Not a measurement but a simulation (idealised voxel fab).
The process module presented herein is designated voxel capacitor over wiring.
Pictured: cross-section cut, 270 nm wide, on a grid of 5 nm square cells.
Format of a cross-section: grid, square cells. Given as bands. Order: top down. Band: one or more rows of cells. Top height, bottom height, nm. Materials left to right, width each, nm. Single material + "everywhere" = fills band edge to edge. "blank" = empty. Convention: height 0 is the level below which the wafer, as received, is all one material. The lowest band does not terminate at the bottom but continues downward, represented as "from 0 down". A width such as "30..40" changes by the same amount from each row of cells to the next, from the band's top row to its bottom row. Step marked "no alterations made"? Then no cell in the cross-section changed in it. Basically, "Trapped void list" tells you about the enclosed voids: empty spaces with no open way to the top, 8 cells or bigger, each written width x height at distance, where distance is from the left edge, all in nm. Where a step's line continues beyond its settings, the continuation is a remark by the simulator itself on that step. If you see "overlay nm" on a step's line and that step has a mask, it's telling you how far right of where it was planned the mask ended up; a negative number means it went left instead.
Steps in the process plan:
| 1 | RECEIVE (material Si) |
| 2 | CONFORMAL_DEP (material SiO2; thk nm 15) |
| 3 | CONFORMAL_DEP (material SiCN; thk nm 5) |
| 4 | DIRECTIONAL_DEP (material lowk; thk nm 15) |
| 5 | PATTERN (tone open; mask id METAL_1; material resist; width nm 25; pitch nm 95; thk nm 15; overlay nm 0) |
| 6 | DIRECTIONAL_ETCH (etch materials lowk; depth nm 15) |
| 7 | DIRECTIONAL_ETCH (etch materials SiCN; depth nm 5) |
| 8 | STRIP (etch materials resist) |
| 9 | CONFORMAL_DEP (material TiN; thk nm 5) |
| 10 | FILL_DEP (material W; thk nm 10) |
| 11 | CMP (height nm 35) |
| 12 | EPI (material Ru; thk nm 5) |
| 13 | FILL_DEP (material SiCN; thk nm 5) |
| 14 | DIRECTIONAL_DEP (material SiO2; thk nm 15) |
| 15 | MASKED_ETCH (tone open; mask id PLUG_1; width nm 15; etch materials SiO2; depth nm 15; overlay nm 0) |
| 16 | MASKED_ETCH (tone open; mask id PLUG_1; width nm 15; etch materials SiCN; depth nm 5; overlay nm 0) |
| 17 | EPI (material Ru; thk nm 10) |
| 18 | EPI (material Ru; thk nm 10) |
| 19 | DIRECTIONAL_DEP (material TiN; thk nm 5) |
| 20 | DIRECTIONAL_DEP (material SiN; thk nm 5) |
| 21 | DIRECTIONAL_DEP (material TiN; thk nm 10) |
| 22 | MASKED_ETCH (tone cover; mask id UPPER_PLATE; width nm 75; etch materials TiN; depth nm 10; overlay nm 0) |
| 23 | MASKED_ETCH (tone cover; mask id UPPER_PLATE; width nm 75; etch materials SiN; depth nm 5; overlay nm 0) |
| 24 | DIRECTIONAL_DEP (material aC; thk nm 10) |
| 25 | PATTERN (tone cover; mask id LOWER_PLATE; material resist; width nm 85; thk nm 25; overlay nm 0) |
| 26 | DIRECTIONAL_ETCH (etch materials aC; depth nm 10) |
| 27 | STRIP (etch materials resist) |
| 28 | DIRECTIONAL_ETCH (etch materials TiN; depth nm 5) |
| 29 | STRIP (etch materials aC) |
| 30 | FILL_DEP (material SiO2; thk nm 20) |
| 31 | CMP (height nm 95) |
| 32 | PATTERN (tone open; mask id PLUG_2; material resist; width nm 15; thk nm 20; overlay nm 0) |
| 33 | DIRECTIONAL_ETCH (etch materials SiO2; depth nm 15) |
| 34 | STRIP (etch materials resist) |
| 35 | CONFORMAL_DEP (material TiN; thk nm 5) |
| 36 | FILL_DEP (material W; thk nm 10) |
| 37 | CMP (height nm 95) |
| 38 | CONFORMAL_DEP (material SiCN; thk nm 5) |
Step 1 complete: cross-section of the wafer as received:
- from 0 down = Si everywhere
- Trapped void list: none
The first of the two wafers as seen in cross-section once the module was finished; processing followed the plan:
- from 100 to 95 = SiCN everywhere
- from 95 to 85 = 95 SiO2 / 5 TiN / 5 W / 5 TiN / 160 SiO2
- from 85 to 80 = 95 SiO2 / 15 TiN / 160 SiO2
- from 80 to 70 = 85 SiO2 / 75 TiN / 110 SiO2
- from 70 to 65 = 85 SiO2 / 75 SiN / 110 SiO2
- from 65 to 60 = 80 SiO2 / 85 TiN / 105 SiO2
- from 60 to 45 = 85 SiO2 / 15 Ru / 170 SiO2
- from 45 to 40 = 85 SiCN / 15 Ru / 170 SiCN
- from 40 to 35 = 70 SiCN / 35 Ru / 60 SiCN / 35 Ru / 70 SiCN
- from 35 to 20 = 75 lowk / 5 TiN / 15 W / 5 TiN / 70 lowk / 5 TiN / 15 W / 5 TiN / 75 lowk
- from 20 to 15 = 75 SiCN / 25 TiN / 70 SiCN / 25 TiN / 75 SiCN
- from 15 to 0 = SiO2 everywhere
- from 0 down = Si everywhere
- Trapped void list: none
Wafer two cross-section, module end. Start and plan unchanged from wafer one; one mistake made during the run:
- from 100 to 95 = SiCN everywhere
- from 95 to 85 = 95 SiO2 / 5 TiN / 5 W / 5 TiN / 160 SiO2
- from 85 to 80 = 95 SiO2 / 15 TiN / 160 SiO2
- from 80 to 75 = SiO2 everywhere
- from 75 to 65 = 85 SiO2 / 75 TiN / 110 SiO2
- from 65 to 60 = 80 SiO2 / 85 TiN / 105 SiO2
- from 60 to 45 = 85 SiO2 / 15 Ru / 170 SiO2
- from 45 to 40 = 85 SiCN / 15 Ru / 170 SiCN
- from 40 to 35 = 70 SiCN / 35 Ru / 60 SiCN / 35 Ru / 70 SiCN
- from 35 to 20 = 75 lowk / 5 TiN / 15 W / 5 TiN / 70 lowk / 5 TiN / 15 W / 5 TiN / 75 lowk
- from 20 to 15 = 75 SiCN / 25 TiN / 70 SiCN / 25 TiN / 75 SiCN
- from 15 to 0 = SiO2 everywhere
- from 0 down = Si everywhere
- Trapped void list: none
In executing the process, a mistake was made relative to the plan: step 20 was left out
It is noted that, at the conclusion of processing, the second wafer exhibits a higher or lower cell count for certain materials relative to the first: -15 SiN | +15 SiO2
